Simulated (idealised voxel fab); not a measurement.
process module | voxel self aligned contacts
cross-section cut | 240 nm wide | cells 5 nm
A cross-section is a grid of square cells, given in bands from the top down. A band is one or more rows of cells.
Each band's line starts with the height of the band's top and of its bottom, in nm. Then come its materials from left to right, each with its width in nm. One material with "throughout" fills the band from edge to edge. "air" is empty space.
Height 0 is the level under which the wafer as received is all one material. The lowest band goes on downwards, as in "0 down".
A width such as "30 to 40" changes by the same amount from each row of cells to the next, from the band's top row to its bottom row.
"no change" after a step means that no cell of the cross-section changed.
closed voids: empty space of 8 cells or more with no open way to the top, each as width x height at its distance from the left edge, in nm
after a step's settings: what the simulator itself notes on the step
overlay nm, on a step with a mask: how far to the right of its planned place the mask lay; to the left if negative
plan
1 op RECEIVE | material Si
2 op OXIDIZE | depth nm 5
3 op DIRECTIONAL_DEP | material polySi | thk nm 30
4 op DIRECTIONAL_DEP | material SiN | thk nm 15
5 op MASKED_ETCH | tone cover | mask id GATE | width nm 30 | pitch nm 60 | etch materials SiN | depth nm 15 | overlay nm 0
6 op MASKED_ETCH | tone cover | mask id GATE | width nm 30 | pitch nm 60 | etch materials polySi | depth nm 30 | overlay nm 0
7 op CONFORMAL_DEP | material SiN | thk nm 5
8 op DIRECTIONAL_ETCH | etch materials SiN | depth nm 5
9 op FILL_DEP | material SiO2 | thk nm 20
10 op CMP | height nm 55
11 op DIRECTIONAL_DEP | material aC | thk nm 15
12 op PATTERN | tone open | mask id CONTACT | material resist | width nm 40 | thk nm 30 | overlay nm 0
13 op DIRECTIONAL_ETCH | etch materials aC | depth nm 15
14 op STRIP | etch materials resist
15 op DIRECTIONAL_ETCH | etch materials SiO2 | depth nm 60
16 op STRIP | etch materials aC
17 op CONFORMAL_DEP | material TiN | thk nm 5
18 op FILL_DEP | material Ru | thk nm 5
19 op CMP | height nm 55
20 op CONFORMAL_DEP | material SiCN | thk nm 5
as received, after step 1
  0 down: Si throughout
  closed voids: none
a wafer at the end: this start, this plan, one mistake
  60 to 55: SiCN throughout
  55 to 35: SiO2 70 | SiN 5 | polySi 30 | SiN 5 | TiN 5 | Ru 10 | TiN 5 | SiN 5 | polySi 30 | SiN 5 | SiO2 70
  35 to 30: SiO2 70 | SiN 5 | polySi 30 | SiN 5 | TiN 20 | SiN 5 | polySi 30 | SiN 5 | SiO2 70
  30 to 0: polySi throughout
  0 to -5: SiO2 throughout
  -5 down: Si throughout
  closed voids: none
what went wrong: step 3 was run twice
